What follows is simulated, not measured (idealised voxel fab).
A process module follows: voxel gate over fins.
Section shown: cut. Width: 240 nm. Cell size: 5 nm, square.
Just so we're on the same page, the cross-sections are grids of square cells, and they're listed out in bands top to bottom, each band one or more rows deep. This entry defines a band. It first specifies the height of the band's top and the height of its bottom in nm, and then specifies the band's materials from left to right, stating each material with its width in nm. The word "all across" identifies a single material that fills the band from edge to edge, while the word "blank" identifies empty space. Measure heights from 0. That's the level where, below it, the as-received wafer is all one material. The lowest band is bottomless and extends downward; write it as in "from 0 down". So if you see something like "30 to 40" for the width, read it as the top row of the band sitting at the first number and the bottom row at the second, with every row in between moving by the same amount as the last. Any step labelled "changes: none" changed none of the cells in the cross-section. The entry titled "Fully closed voids" provides the empty spaces that have no open way to the top, restricted to those of 8 cells or more. Each is presented as width x height at distance, the distance being measured from the left edge, with all three in nm. It should be noted that, on the line of a given step, the content following the step's settings is a remark produced by the simulator itself with respect to that step. overlay nm: how far to the right of its planned place the mask lay on this masked step (negative: to the left).

Intended process steps:
| 1 | RECEIVE [material Si] |
| 2 | CONFORMAL_DEP [material SiN] [thk nm 10] |
| 3 | PATTERN [tone cover] [mask id FINS] [material resist] [width nm 15] [pitch nm 35] [thk nm 15] [overlay nm 0] |
| 4 | DIRECTIONAL_ETCH [etch materials SiN] [depth nm 10] |
| 5 | DIRECTIONAL_ETCH [etch materials Si] [depth nm 40] |
| 6 | STRIP [etch materials resist] |
| 7 | FILL_DEP [material SiO2] [thk nm 10] |
| 8 | CMP [height nm 10] |
| 9 | SELECTIVE_ETCH [etch materials SiO2] [depth nm 20] |
| 10 | STRIP [etch materials SiN] |
| 11 | CONFORMAL_DEP [material HfO2] [thk nm 5] |
| 12 | CONFORMAL_DEP [material TiN] [thk nm 5] |
| 13 | CONFORMAL_DEP [material TiAl] [thk nm 5] |
| 14 | CONFORMAL_DEP [material TiN] [thk nm 5] |
| 15 | FILL_DEP [material W] [thk nm 10] |
| 16 | CMP [height nm 25] |
| 17 | CONFORMAL_DEP [material SiCN] [thk nm 10] |

So, the first of our two wafers, run just as we planned it:

Incoming wafer, cross-sectional view, post step 1:
    from 0 down = Si all across
    Fully closed voids: none

How the wafer stands in section after step 2:
    from 10 to 0 = SiN all across
    No changes below 0.

How the wafer stands in section after step 3:
    from 25 to 10 = blank (75)  resist (15)  blank (20)  resist (15)  blank (20)  resist (15)  blank (80)
    No changes below 10.

How the wafer stands in section after step 4:
    from 25 to 10 = blank (75)  resist (15)  blank (20)  resist (15)  blank (20)  resist (15)  blank (80)
    from 10 to 0 = blank (75)  SiN (15)  blank (20)  SiN (15)  blank (20)  SiN (15)  blank (80)
    No changes below 0.

How the wafer stands in section after step 5:
    from 25 to 10 = blank (75)  resist (15)  blank (20)  resist (15)  blank (20)  resist (15)  blank (80)
    from 10 to 0 = blank (75)  SiN (15)  blank (20)  SiN (15)  blank (20)  SiN (15)  blank (80)
    from 0 to -40 = blank (75)  Si (15)  blank (20)  Si (15)  blank (20)  Si (15)  blank (80)
    No changes below -40.

How the wafer stands in section after step 6:
    from 10 to 0 = blank (75)  SiN (15)  blank (20)  SiN (15)  blank (20)  SiN (15)  blank (80)
    No changes below 0.

How the wafer stands in section after step 7:
    from 20 to 10 = SiO2 all across
    from 10 to 0 = SiO2 (75)  SiN (15)  SiO2 (20)  SiN (15)  SiO2 (20)  SiN (15)  SiO2 (80)
    from 0 to -40 = SiO2 (75)  Si (15)  SiO2 (20)  Si (15)  SiO2 (20)  Si (15)  SiO2 (80)
    No changes below -40.

How the wafer stands in section after step 8:
    from 10 to 0 = SiO2 (75)  SiN (15)  SiO2 (20)  SiN (15)  SiO2 (20)  SiN (15)  SiO2 (80)
    No changes below 0.

How the wafer stands in section after step 9:
    from 10 to 0 = blank (75)  SiN (15)  blank (20)  SiN (15)  blank (20)  SiN (15)  blank (80)
    from 0 to -10 = blank (75)  Si (15)  blank (20)  Si (15)  blank (20)  Si (15)  blank (80)
    No changes below -10.

How the wafer stands in section after step 10:
    from 0 to -10 = blank (75)  Si (15)  blank (20)  Si (15)  blank (20)  Si (15)  blank (80)
    No changes below -10.

How the wafer stands in section after step 11:
    from 5 to 0 = blank (70)  HfO2 (25)  blank (10)  HfO2 (25)  blank (10)  HfO2 (25)  blank (75)
    from 0 to -5 = blank (70)  HfO2 (5)  Si (15)  HfO2 (5)  blank (10)  HfO2 (5)  Si (15)  HfO2 (5)  blank (10)  HfO2 (5)  Si (15)  HfO2 (5)  blank (75)
    from -5 to -10 = HfO2 (75)  Si (15)  HfO2 (20)  Si (15)  HfO2 (20)  Si (15)  HfO2 (80)
    No changes below -10.

How the wafer stands in section after step 12:
    from 10 to 5 = blank (65)  TiN (105)  blank (70)
    from 5 to 0 = blank (65)  TiN (5)  HfO2 (25)  TiN (10)  HfO2 (25)  TiN (10)  HfO2 (25)  TiN (5)  blank (70)
    from 0 to -5 = TiN (70)  HfO2 (5)  Si (15)  HfO2 (5)  TiN (10)  HfO2 (5)  Si (15)  HfO2 (5)  TiN (10)  HfO2 (5)  Si (15)  HfO2 (5)  TiN (75)
    No changes below -5.

How the wafer stands in section after step 13:
    from 15 to 10 = blank (60)  TiAl (115)  blank (65)
    from 10 to 5 = blank (60)  TiAl (5)  TiN (105)  TiAl (5)  blank (65)
    from 5 to 0 = TiAl (65)  TiN (5)  HfO2 (25)  TiN (10)  HfO2 (25)  TiN (10)  HfO2 (25)  TiN (5)  TiAl (70)
    No changes below 0.

How the wafer stands in section after step 14:
    from 20 to 15 = blank (55)  TiN (125)  blank (60)
    from 15 to 10 = blank (55)  TiN (5)  TiAl (115)  TiN (5)  blank (60)
    from 10 to 5 = TiN (60)  TiAl (5)  TiN (105)  TiAl (5)  TiN (65)
    No changes below 5.

How the wafer stands in section after step 15:
    from 30 to 20 = W all across
    from 20 to 15 = W (55)  TiN (125)  W (60)
    from 15 to 10 = W (55)  TiN (5)  TiAl (115)  TiN (5)  W (60)
    No changes below 10.

How the wafer stands in section after step 16:
    from 25 to 20 = W all across
    No changes below 20.

How the wafer stands in section after step 17:
    from 35 to 25 = SiCN all across
    No changes below 25.

The Second Wafer: Common Origin and Plan, One Mistake in Execution, Identical to the First Through Step 2:

Cross-section of the second wafer when, according to plan, step 3 should have finished:
    from 25 to 10 = blank (85)  resist (15)  blank (20)  resist (15)  blank (20)  resist (15)  blank (70)
    No changes below 10.

Cross-section of the second wafer when, according to plan, step 4 should have finished:
    from 25 to 10 = blank (85)  resist (15)  blank (20)  resist (15)  blank (20)  resist (15)  blank (70)
    from 10 to 0 = blank (85)  SiN (15)  blank (20)  SiN (15)  blank (20)  SiN (15)  blank (70)
    No changes below 0.

Cross-section of the second wafer when, according to plan, step 5 should have finished:
    from 25 to 10 = blank (85)  resist (15)  blank (20)  resist (15)  blank (20)  resist (15)  blank (70)
    from 10 to 0 = blank (85)  SiN (15)  blank (20)  SiN (15)  blank (20)  SiN (15)  blank (70)
    from 0 to -40 = blank (85)  Si (15)  blank (20)  Si (15)  blank (20)  Si (15)  blank (70)
    No changes below -40.

Cross-section of the second wafer when, according to plan, step 6 should have finished:
    from 10 to 0 = blank (85)  SiN (15)  blank (20)  SiN (15)  blank (20)  SiN (15)  blank (70)
    No changes below 0.

Cross-section of the second wafer when, according to plan, step 7 should have finished:
    from 20 to 10 = SiO2 all across
    from 10 to 0 = SiO2 (85)  SiN (15)  SiO2 (20)  SiN (15)  SiO2 (20)  SiN (15)  SiO2 (70)
    from 0 to -40 = SiO2 (85)  Si (15)  SiO2 (20)  Si (15)  SiO2 (20)  Si (15)  SiO2 (70)
    No changes below -40.

Cross-section of the second wafer when, according to plan, step 8 should have finished:
    from 10 to 0 = SiO2 (85)  SiN (15)  SiO2 (20)  SiN (15)  SiO2 (20)  SiN (15)  SiO2 (70)
    No changes below 0.

Cross-section of the second wafer when, according to plan, step 9 should have finished:
    from 10 to 0 = blank (85)  SiN (15)  blank (20)  SiN (15)  blank (20)  SiN (15)  blank (70)
    from 0 to -10 = blank (85)  Si (15)  blank (20)  Si (15)  blank (20)  Si (15)  blank (70)
    No changes below -10.

Cross-section of the second wafer when, according to plan, step 10 should have finished:
    from 0 to -10 = blank (85)  Si (15)  blank (20)  Si (15)  blank (20)  Si (15)  blank (70)
    No changes below -10.

Cross-section of the second wafer when, according to plan, step 11 should have finished:
    from 5 to 0 = blank (80)  HfO2 (25)  blank (10)  HfO2 (25)  blank (10)  HfO2 (25)  blank (65)
    from 0 to -5 = blank (80)  HfO2 (5)  Si (15)  HfO2 (5)  blank (10)  HfO2 (5)  Si (15)  HfO2 (5)  blank (10)  HfO2 (5)  Si (15)  HfO2 (5)  blank (65)
    from -5 to -10 = HfO2 (85)  Si (15)  HfO2 (20)  Si (15)  HfO2 (20)  Si (15)  HfO2 (70)
    No changes below -10.

Cross-section of the second wafer when, according to plan, step 12 should have finished:
    from 10 to 5 = blank (75)  TiN (105)  blank (60)
    from 5 to 0 = blank (75)  TiN (5)  HfO2 (25)  TiN (10)  HfO2 (25)  TiN (10)  HfO2 (25)  TiN (5)  blank (60)
    from 0 to -5 = TiN (80)  HfO2 (5)  Si (15)  HfO2 (5)  TiN (10)  HfO2 (5)  Si (15)  HfO2 (5)  TiN (10)  HfO2 (5)  Si (15)  HfO2 (5)  TiN (65)
    No changes below -5.

Cross-section of the second wafer when, according to plan, step 13 should have finished:
    from 15 to 10 = blank (70)  TiAl (115)  blank (55)
    from 10 to 5 = blank (70)  TiAl (5)  TiN (105)  TiAl (5)  blank (55)
    from 5 to 0 = TiAl (75)  TiN (5)  HfO2 (25)  TiN (10)  HfO2 (25)  TiN (10)  HfO2 (25)  TiN (5)  TiAl (60)
    No changes below 0.

Cross-section of the second wafer when, according to plan, step 14 should have finished:
    from 20 to 15 = blank (65)  TiN (125)  blank (50)
    from 15 to 10 = blank (65)  TiN (5)  TiAl (115)  TiN (5)  blank (50)
    from 10 to 5 = TiN (70)  TiAl (5)  TiN (105)  TiAl (5)  TiN (55)
    No changes below 5.

Cross-section of the second wafer when, according to plan, step 15 should have finished:
    from 30 to 20 = W all across
    from 20 to 15 = W (65)  TiN (125)  W (50)
    from 15 to 10 = W (65)  TiN (5)  TiAl (115)  TiN (5)  W (50)
    No changes below 10.

Cross-section of the second wafer when, according to plan, step 16 should have finished:
    from 25 to 20 = W all across
    No changes below 20.

Cross-section of the second wafer when, according to plan, step 17 should have finished:
    from 35 to 25 = SiCN all across
    No changes below 25.
Processing error: for step 3, the planned setting was not used; the step was instead run as PATTERN [tone cover] [mask id FINS] [material resist] [width nm 15] [pitch nm 35] [thk nm 15] [overlay nm 10]
At the end, the second wafer has the same number of cells of each material as the first, but those cells sit in other places.
